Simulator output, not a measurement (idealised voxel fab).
Herein follows the process module entitled voxel gate over fins.
Cross-section cut: width 290 nm, square cells of 5 nm.
How to read a cross-section here: the picture is a grid of square cells, written as bands going from the top down, and any band can span one or more rows of cells.
First you get the band's top height and its bottom height, in nm, and then the materials it's made of, left to right, with each width in nm. If you see a single material with "full width", that one covers the band edge to edge. "air" is empty space.
All heights in this document are referenced to 0, defined as the level beneath which the wafer, as received, consists entirely of one material. The lowest band is not bounded below; it extends indefinitely downward and is written in the form "z 0 and below".
When a width is written as two numbers, as in "30 to 40", the first number is the width in the top row of cells of the band and the second is the width in its bottom row, and the width changes by the same amount from each row to the next.
For the purposes of this document, the phrase "nothing changed" attached to a step denotes that no cell within the cross-section was modified by that step.
Closed empty spaces (no open way to the top) of 8 cells or more are what "Voids lacking openings" lists, each as width x height at distance from the left edge, nm for all three.
Note: text after step settings on the step line = simulator remark on that step.
Each step line may optionally specify "overlay nm", which for a step with a mask gives the rightward distance between the mask's planned place and where it lay, a negative value indicating the leftward direction.

## The planned process steps are enumerated hereunder
1. RECEIVE, material Si
2. CONFORMAL_DEP, material SiN, thk nm 5
3. MASKED_ETCH, tone cover, mask id FINS, width nm 15, pitch nm 35, etch materials SiN, depth nm 5, overlay nm 0
4. MASKED_ETCH, tone cover, mask id FINS, width nm 15, pitch nm 35, etch materials Si, depth nm 35, overlay nm 0
5. FILL_DEP, material SiO2, thk nm 5
6. CMP, height nm 5
7. SELECTIVE_ETCH, etch materials SiO2, depth nm 15
8. STRIP, etch materials SiN
9. CONFORMAL_DEP, material HfO2, thk nm 5
10. CONFORMAL_DEP, material TiN, thk nm 5
11. FILL_DEP, material W, thk nm 15
12. CMP, height nm 20
13. CONFORMAL_DEP, material SiCN, thk nm 5

## as received, after step 1
    z 0 and below: Si full width
    Voids lacking openings: none

## Run as planned - first of the two wafers cross-sectioned at the end of the module
    z 25 to 20: SiCN full width
    z 20 to 10: W full width
    z 10 to 5: W: 110  TiN: 70  W: 110
    z 5 to 0: W: 110  TiN: 5  HfO2: 25  TiN: 10  HfO2: 25  TiN: 5  W: 110
    z 0 to -5: TiN: 115  HfO2: 5  Si: 15  HfO2: 5  TiN: 10  HfO2: 5  Si: 15  HfO2: 5  TiN: 115
    z -5 to -10: HfO2: 120  Si: 15  HfO2: 20  Si: 15  HfO2: 120
    z -10 to -35: SiO2: 120  Si: 15  SiO2: 20  Si: 15  SiO2: 120
    z -35 and below: Si full width
    Voids lacking openings: none

## second wafer at the end: like start, like plan, one mistake
    z 25 to 20: SiCN full width
    z 20 to 10: W full width
    z 10 to 5: W: 110  TiN: 70  W: 110
    z 5 to 0: W: 110  TiN: 5  HfO2: 25  TiN: 10  HfO2: 25  TiN: 5  W: 110
    z 0 to -5: TiN: 115  HfO2: 5  Si: 15  HfO2: 5  TiN: 10  HfO2: 5  Si: 15  HfO2: 5  TiN: 115
    z -5 to -10: HfO2: 110  TiN: 5  HfO2: 5  Si: 15  HfO2: 5  TiN: 10  HfO2: 5  Si: 15  HfO2: 5  TiN: 5  HfO2: 110
    z -10 to -15: SiO2: 105  HfO2: 15  Si: 15  HfO2: 20  Si: 15  HfO2: 15  SiO2: 105
    z -15 to -35: SiO2: 120  Si: 15  SiO2: 20  Si: 15  SiO2: 120
    z -35 and below: Si full width
    Voids lacking openings: none
Which mistake was made when the wafer was run? note: step 7 <-> step 8, run order reversed vs plan
Per the end-of-run cell counts, the second wafer holds more or fewer of some materials than the first: +6 HfO2, -10 SiO2, +4 TiN
